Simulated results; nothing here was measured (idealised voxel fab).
Name of the process module below: voxel wiring stack
The cross-section on display is named cut; it measures 165 nm wide, and its cells are 5 nm squares.
We lay out every cross-section as a grid of square cells and spell it out in bands from the top down, where one band means one or more rows of cells.
Quick guide to a band line: top height, bottom height (nm) up front; then every material left to right with its width in nm. Only one material and it's marked "full width"? Then it fills the band edge to edge. And "blank" just means empty space.
Ref level 0: as-received wafer is one material below here. Bottom band extends down with no lower bound ("0 down").
Width: "30 to 40" (first number = top row, second number = bottom row, same change from row to row of cells).
The designation "identical to before", where it is given for a processing step, indicates that no cell of the cross-section was altered in the course of that step.
Closed empty spaces (no open way to the top) of 8 cells or more are what "Sealed void inventory" lists, each as width x height at distance from the left edge, nm for all three.
Heads up: the bit after the settings on a step's line is the simulator's remark on that step.
Steps that use a mask can have "overlay nm" on their line. It says how far the mask sat to the right of where it was meant to be. Negative means to the left.
### Set out below are the planned steps of the process
1,RECEIVE (material Si)
2,CONFORMAL_DEP (material SiO2; thk nm 10)
3,DIRECTIONAL_DEP (material TiN; thk nm 5)
4,DIRECTIONAL_DEP (material W; thk nm 25)
5,DIRECTIONAL_DEP (material aC; thk nm 10)
6,PATTERN (tone cover; mask id METAL_1; material resist; width nm 20; pitch nm 35; thk nm 25; overlay nm 0)
7,DIRECTIONAL_ETCH (etch materials aC; depth nm 10)
8,STRIP (etch materials resist)
9,DIRECTIONAL_ETCH (etch materials W; depth nm 25)
10,DIRECTIONAL_ETCH (etch materials TiN; depth nm 5)
11,STRIP (etch materials aC)
12,CONFORMAL_DEP (material SiN; thk nm 5)
13,FILL_DEP (material lowk; thk nm 10)
14,CMP (height nm 40)
15,CONFORMAL_DEP (material SiCN; thk nm 5)
16,DIRECTIONAL_DEP (material SiO2; thk nm 15)
17,PATTERN (tone open; mask id PLUG_1; material resist; width nm 15; pitch nm 70; thk nm 15; overlay nm 0)
18,DIRECTIONAL_ETCH (etch materials SiO2; depth nm 15)
19,DIRECTIONAL_ETCH (etch materials SiCN; depth nm 5)
20,STRIP (etch materials resist)
21,CONFORMAL_DEP (material TiN; thk nm 5)
22,FILL_DEP (material Cu; thk nm 5)
23,CMP (height nm 60)
24,DIRECTIONAL_DEP (material TiN; thk nm 5)
25,DIRECTIONAL_DEP (material Ru; thk nm 25)
26,PATTERN (tone cover; mask id METAL_2; material resist; width nm 20; pitch nm 35; thk nm 20; overlay nm 0)
27,DIRECTIONAL_ETCH (etch materials Ru; depth nm 25)
28,DIRECTIONAL_ETCH (etch materials TiN; depth nm 5)
29,STRIP (etch materials resist)
30,FILL_DEP (material SiO2; thk nm 5)
31,CMP (height nm 90)
32,CONFORMAL_DEP (material SiN; thk nm 5)
### First of the two wafers, run per plan
### The cross-section here shows the wafer as received, i.e. in its state after step 1
- 0 down | Si full width
- Sealed void inventory: none
### Cross-section of the wafer subsequent to step 2
- 10 to 0 | SiO2 full width
- Below 0, the layers are the same as they were.
### Cross-section of the wafer subsequent to step 3
- 15 to 10 | TiN full width
- Below 10, the layers are the same as they were.
### Cross-section of the wafer subsequent to step 4
- 40 to 15 | W full width
- Below 15, the layers are the same as they were.
### Cross-section of the wafer subsequent to step 5
- 50 to 40 | aC full width
- Below 40, the layers are the same as they were.
### Cross-section of the wafer subsequent to step 6
- 75 to 50 | blank: 20  resist: 20  blank: 15  resist: 20  blank: 15  resist: 20  blank: 15  resist: 20  blank: 20
- Below 50, the layers are the same as they were.
### Cross-section of the wafer subsequent to step 7
- 65 to 50 | blank: 20  resist: 20  blank: 15  resist: 20  blank: 15  resist: 20  blank: 15  resist: 20  blank: 20
- 50 to 40 | blank: 20  aC: 20  blank: 15  aC: 20  blank: 15  aC: 20  blank: 15  aC: 20  blank: 20
- Below 40, the layers are the same as they were.
### Cross-section of the wafer subsequent to step 8
- 50 to 40 | blank: 20  aC: 20  blank: 15  aC: 20  blank: 15  aC: 20  blank: 15  aC: 20  blank: 20
- Below 40, the layers are the same as they were.
### Cross-section of the wafer subsequent to step 9
- 50 to 40 | blank: 20  aC: 20  blank: 15  aC: 20  blank: 15  aC: 20  blank: 15  aC: 20  blank: 20
- 40 to 15 | blank: 20  W: 20  blank: 15  W: 20  blank: 15  W: 20  blank: 15  W: 20  blank: 20
- Below 15, the layers are the same as they were.
### Cross-section of the wafer subsequent to step 10
- 50 to 40 | blank: 20  aC: 20  blank: 15  aC: 20  blank: 15  aC: 20  blank: 15  aC: 20  blank: 20
- 40 to 15 | blank: 20  W: 20  blank: 15  W: 20  blank: 15  W: 20  blank: 15  W: 20  blank: 20
- 15 to 10 | blank: 20  TiN: 20  blank: 15  TiN: 20  blank: 15  TiN: 20  blank: 15  TiN: 20  blank: 20
- Below 10, the layers are the same as they were.
### Cross-section of the wafer subsequent to step 11
- 40 to 15 | blank: 20  W: 20  blank: 15  W: 20  blank: 15  W: 20  blank: 15  W: 20  blank: 20
- Below 15, the layers are the same as they were.
### Cross-section of the wafer subsequent to step 12
- 45 to 40 | blank: 15  SiN: 30  blank: 5  SiN: 30  blank: 5  SiN: 30  blank: 5  SiN: 30  blank: 15
- 40 to 15 | blank: 15  SiN: 5  W: 20  SiN: 5  blank: 5  SiN: 5  W: 20  SiN: 5  blank: 5  SiN: 5  W: 20  SiN: 5  blank: 5  SiN: 5  W: 20  SiN: 5  blank: 15
- 15 to 10 | SiN: 20  TiN: 20  SiN: 15  TiN: 20  SiN: 15  TiN: 20  SiN: 15  TiN: 20  SiN: 20
- Below 10, the layers are the same as they were.
### Cross-section of the wafer subsequent to step 13
- 55 to 45 | lowk full width
- 45 to 40 | lowk: 15  SiN: 30  lowk: 5  SiN: 30  lowk: 5  SiN: 30  lowk: 5  SiN: 30  lowk: 15
- 40 to 15 | lowk: 15  SiN: 5  W: 20  SiN: 5  lowk: 5  SiN: 5  W: 20  SiN: 5  lowk: 5  SiN: 5  W: 20  SiN: 5  lowk: 5  SiN: 5  W: 20  SiN: 5  lowk: 15
- Below 15, the layers are the same as they were.
### Cross-section of the wafer subsequent to step 14
- 40 to 15 | lowk: 15  SiN: 5  W: 20  SiN: 5  lowk: 5  SiN: 5  W: 20  SiN: 5  lowk: 5  SiN: 5  W: 20  SiN: 5  lowk: 5  SiN: 5  W: 20  SiN: 5  lowk: 15
- Below 15, the layers are the same as they were.
### Cross-section of the wafer subsequent to step 15
- 45 to 40 | SiCN full width
- Below 40, the layers are the same as they were.
### Cross-section of the wafer subsequent to step 16
- 60 to 45 | SiO2 full width
- Below 45, the layers are the same as they were.
### Cross-section of the wafer subsequent to step 17
- 75 to 60 | resist: 20  blank: 15  resist: 55  blank: 15  resist: 60
- Below 60, the layers are the same as they were.
### Cross-section of the wafer subsequent to step 18
- 75 to 60 | resist: 20  blank: 15  resist: 55  blank: 15  resist: 60
- 60 to 45 | SiO2: 20  blank: 15  SiO2: 55  blank: 15  SiO2: 60
- Below 45, the layers are the same as they were.
### Cross-section of the wafer subsequent to step 19
- 75 to 60 | resist: 20  blank: 15  resist: 55  blank: 15  resist: 60
- 60 to 45 | SiO2: 20  blank: 15  SiO2: 55  blank: 15  SiO2: 60
- 45 to 40 | SiCN: 20  blank: 15  SiCN: 55  blank: 15  SiCN: 60
- Below 40, the layers are the same as they were.
### Cross-section of the wafer subsequent to step 20
- 60 to 45 | SiO2: 20  blank: 15  SiO2: 55  blank: 15  SiO2: 60
- Below 45, the layers are the same as they were.
### Cross-section of the wafer subsequent to step 21
- 65 to 60 | TiN: 25  blank: 5  TiN: 65  blank: 5  TiN: 65
- 60 to 45 | SiO2: 20  TiN: 5  blank: 5  TiN: 5  SiO2: 55  TiN: 5  blank: 5  TiN: 5  SiO2: 60
- 45 to 40 | SiCN: 20  TiN: 15  SiCN: 55  TiN: 15  SiCN: 60
- Below 40, the layers are the same as they were.
### Cross-section of the wafer subsequent to step 22
- 70 to 65 | Cu full width
- 65 to 60 | TiN: 25  Cu: 5  TiN: 65  Cu: 5  TiN: 65
- 60 to 45 | SiO2: 20  TiN: 5  Cu: 5  TiN: 5  SiO2: 55  TiN: 5  Cu: 5  TiN: 5  SiO2: 60
- Below 45, the layers are the same as they were.
### Cross-section of the wafer subsequent to step 23
- 60 to 45 | SiO2: 20  TiN: 5  Cu: 5  TiN: 5  SiO2: 55  TiN: 5  Cu: 5  TiN: 5  SiO2: 60
- Below 45, the layers are the same as they were.
### Cross-section of the wafer subsequent to step 24
- 65 to 60 | TiN full width
- Below 60, the layers are the same as they were.
### Cross-section of the wafer subsequent to step 25
- 90 to 65 | Ru full width
- Below 65, the layers are the same as they were.
### Cross-section of the wafer subsequent to step 26
- 110 to 90 | blank: 20  resist: 20  blank: 15  resist: 20  blank: 15  resist: 20  blank: 15  resist: 20  blank: 20
- Below 90, the layers are the same as they were.
### Cross-section of the wafer subsequent to step 27
- 110 to 90 | blank: 20  resist: 20  blank: 15  resist: 20  blank: 15  resist: 20  blank: 15  resist: 20  blank: 20
- 90 to 65 | blank: 20  Ru: 20  blank: 15  Ru: 20  blank: 15  Ru: 20  blank: 15  Ru: 20  blank: 20
- Below 65, the layers are the same as they were.
### Cross-section of the wafer subsequent to step 28
- 110 to 90 | blank: 20  resist: 20  blank: 15  resist: 20  blank: 15  resist: 20  blank: 15  resist: 20  blank: 20
- 90 to 65 | blank: 20  Ru: 20  blank: 15  Ru: 20  blank: 15  Ru: 20  blank: 15  Ru: 20  blank: 20
- 65 to 60 | blank: 20  TiN: 20  blank: 15  TiN: 20  blank: 15  TiN: 20  blank: 15  TiN: 20  blank: 20
- Below 60, the layers are the same as they were.
### Cross-section of the wafer subsequent to step 29
- 90 to 65 | blank: 20  Ru: 20  blank: 15  Ru: 20  blank: 15  Ru: 20  blank: 15  Ru: 20  blank: 20
- Below 65, the layers are the same as they were.
### Cross-section of the wafer subsequent to step 30
- 95 to 90 | SiO2 full width
- 90 to 65 | SiO2: 20  Ru: 20  SiO2: 15  Ru: 20  SiO2: 15  Ru: 20  SiO2: 15  Ru: 20  SiO2: 20
- 65 to 60 | SiO2: 20  TiN: 20  SiO2: 15  TiN: 20  SiO2: 15  TiN: 20  SiO2: 15  TiN: 20  SiO2: 20
- Below 60, the layers are the same as they were.
### Cross-section of the wafer subsequent to step 31
- 90 to 65 | SiO2: 20  Ru: 20  SiO2: 15  Ru: 20  SiO2: 15  Ru: 20  SiO2: 15  Ru: 20  SiO2: 20
- Below 65, the layers are the same as they were.
### Cross-section of the wafer subsequent to step 32
- 95 to 90 | SiN full width
- Below 90, the layers are the same as they were.
### Here the second wafer is described. Its start and its plan were those of the first wafer. Its run contained one mistake. Up to and including step 10, it did exactly what the first wafer did
### Second wafer, sectioned view, at step 11's planned end time
- 40 to 15 | blank: 20  W: 20  blank: 15  W: 20  blank: 15  W: 20  blank: 15  W: 20  blank: 20
- Below 15, the layers are the same as they were.
### Second wafer, sectioned view, at step 12's planned end time
- 45 to 40 | blank: 15  SiN: 30  blank: 5  SiN: 30  blank: 5  SiN: 30  blank: 5  SiN: 30  blank: 15
- 40 to 15 | blank: 15  SiN: 5  W: 20  SiN: 5  blank: 5  SiN: 5  W: 20  SiN: 5  blank: 5  SiN: 5  W: 20  SiN: 5  blank: 5  SiN: 5  W: 20  SiN: 5  blank: 15
- 15 to 10 | SiN: 20  TiN: 20  SiN: 15  TiN: 20  SiN: 15  TiN: 20  SiN: 15  TiN: 20  SiN: 20
- Below 10, the layers are the same as they were.
### Second wafer, sectioned view, at step 13's planned end time
- 55 to 45 | lowk full width
- 45 to 40 | lowk: 15  SiN: 30  lowk: 5  SiN: 30  lowk: 5  SiN: 30  lowk: 5  SiN: 30  lowk: 15
- 40 to 15 | lowk: 15  SiN: 5  W: 20  SiN: 5  lowk: 5  SiN: 5  W: 20  SiN: 5  lowk: 5  SiN: 5  W: 20  SiN: 5  lowk: 5  SiN: 5  W: 20  SiN: 5  lowk: 15
- Below 15, the layers are the same as they were.
### Second wafer, sectioned view, at step 14's planned end time
- 40 to 15 | lowk: 15  SiN: 5  W: 20  SiN: 5  lowk: 5  SiN: 5  W: 20  SiN: 5  lowk: 5  SiN: 5  W: 20  SiN: 5  lowk: 5  SiN: 5  W: 20  SiN: 5  lowk: 15
- Below 15, the layers are the same as they were.
### Second wafer, sectioned view, at step 15's planned end time
- 45 to 40 | SiCN full width
- Below 40, the layers are the same as they were.
### Second wafer, sectioned view, at step 16's planned end time
- 60 to 45 | SiO2 full width
- Below 45, the layers are the same as they were.
### Second wafer, sectioned view, at step 17's planned end time
- 75 to 60 | resist: 20  blank: 15  resist: 55  blank: 15  resist: 60
- Below 60, the layers are the same as they were.
### Second wafer, sectioned view, at step 18's planned end time
- 75 to 60 | resist: 20  blank: 15  resist: 55  blank: 15  resist: 60
- 60 to 45 | SiO2: 20  blank: 15  SiO2: 55  blank: 15  SiO2: 60
- Below 45, the layers are the same as they were.
### Second wafer, sectioned view, at step 19's planned end time
- 75 to 60 | resist: 20  blank: 15  resist: 55  blank: 15  resist: 60
- 60 to 45 | SiO2: 20  blank: 15  SiO2: 55  blank: 15  SiO2: 60
- 45 to 40 | SiCN: 20  blank: 15  SiCN: 55  blank: 15  SiCN: 60
- Below 40, the layers are the same as they were.
### Second wafer, sectioned view, at step 20's planned end time
- 60 to 45 | SiO2: 20  blank: 15  SiO2: 55  blank: 15  SiO2: 60
- Below 45, the layers are the same as they were.
### Second wafer, sectioned view, at step 21's planned end time
- 65 to 60 | TiN: 25  blank: 5  TiN: 65  blank: 5  TiN: 65
- 60 to 45 | SiO2: 20  TiN: 5  blank: 5  TiN: 5  SiO2: 55  TiN: 5  blank: 5  TiN: 5  SiO2: 60
- 45 to 40 | SiCN: 20  TiN: 15  SiCN: 55  TiN: 15  SiCN: 60
- Below 40, the layers are the same as they were.
### Second wafer, sectioned view, at step 22's planned end time
- 70 to 65 | Cu full width
- 65 to 60 | TiN: 25  Cu: 5  TiN: 65  Cu: 5  TiN: 65
- 60 to 45 | SiO2: 20  TiN: 5  Cu: 5  TiN: 5  SiO2: 55  TiN: 5  Cu: 5  TiN: 5  SiO2: 60
- Below 45, the layers are the same as they were.
### Second wafer, sectioned view, at step 23's planned end time
- 60 to 45 | SiO2: 20  TiN: 5  Cu: 5  TiN: 5  SiO2: 55  TiN: 5  Cu: 5  TiN: 5  SiO2: 60
- Below 45, the layers are the same as they were.
### Second wafer, sectioned view, at step 24's planned end time
- 65 to 60 | TiN full width
- Below 60, the layers are the same as they were.
### Second wafer, sectioned view, at step 25's planned end time
- 90 to 65 | Ru full width
- Below 65, the layers are the same as they were.
### Second wafer, sectioned view, at step 26's planned end time
- 110 to 90 | blank: 20  resist: 20  blank: 15  resist: 20  blank: 15  resist: 20  blank: 15  resist: 20  blank: 20
- Below 90, the layers are the same as they were.
### Second wafer, sectioned view, at step 27's planned end time
- 110 to 90 | blank: 20  resist: 20  blank: 15  resist: 20  blank: 15  resist: 20  blank: 15  resist: 20  blank: 20
- 90 to 65 | blank: 20  Ru: 20  blank: 15  Ru: 20  blank: 15  Ru: 20  blank: 15  Ru: 20  blank: 20
- Below 65, the layers are the same as they were.
### Second wafer, sectioned view, at step 28's planned end time
- 110 to 90 | blank: 20  resist: 20  blank: 15  resist: 20  blank: 15  resist: 20  blank: 15  resist: 20  blank: 20
- 90 to 65 | blank: 20  Ru: 20  blank: 15  Ru: 20  blank: 15  Ru: 20  blank: 15  Ru: 20  blank: 20
- 65 to 60 | blank: 20  TiN: 20  blank: 15  TiN: 20  blank: 15  TiN: 20  blank: 15  TiN: 20  blank: 20
- Below 60, the layers are the same as they were.
### Second wafer, sectioned view, at step 29's planned end time
- 90 to 65 | blank: 20  Ru: 20  blank: 15  Ru: 20  blank: 15  Ru: 20  blank: 15  Ru: 20  blank: 20
- Below 65, the layers are the same as they were.
### Second wafer, sectioned view, at step 30's planned end time
- 95 to 90 | SiO2 full width
- 90 to 65 | SiO2: 20  Ru: 20  SiO2: 15  Ru: 20  SiO2: 15  Ru: 20  SiO2: 15  Ru: 20  SiO2: 20
- 65 to 60 | SiO2: 20  TiN: 20  SiO2: 15  TiN: 20  SiO2: 15  TiN: 20  SiO2: 15  TiN: 20  SiO2: 20
- Below 60, the layers are the same as they were.
### Second wafer, sectioned view, at step 31's planned end time
- 90 to 65 | SiO2: 20  Ru: 20  SiO2: 15  Ru: 20  SiO2: 15  Ru: 20  SiO2: 15  Ru: 20  SiO2: 20
- Below 65, the layers are the same as they were.
### Second wafer, sectioned view, at step 32's planned end time
- 95 to 90 | SiN full width
- Below 90, the layers are the same as they were.
Nonconformance to the process plan: twice, step 11 of the plan was run
at the end the two cross-sections are the same: no effect in what this model computes
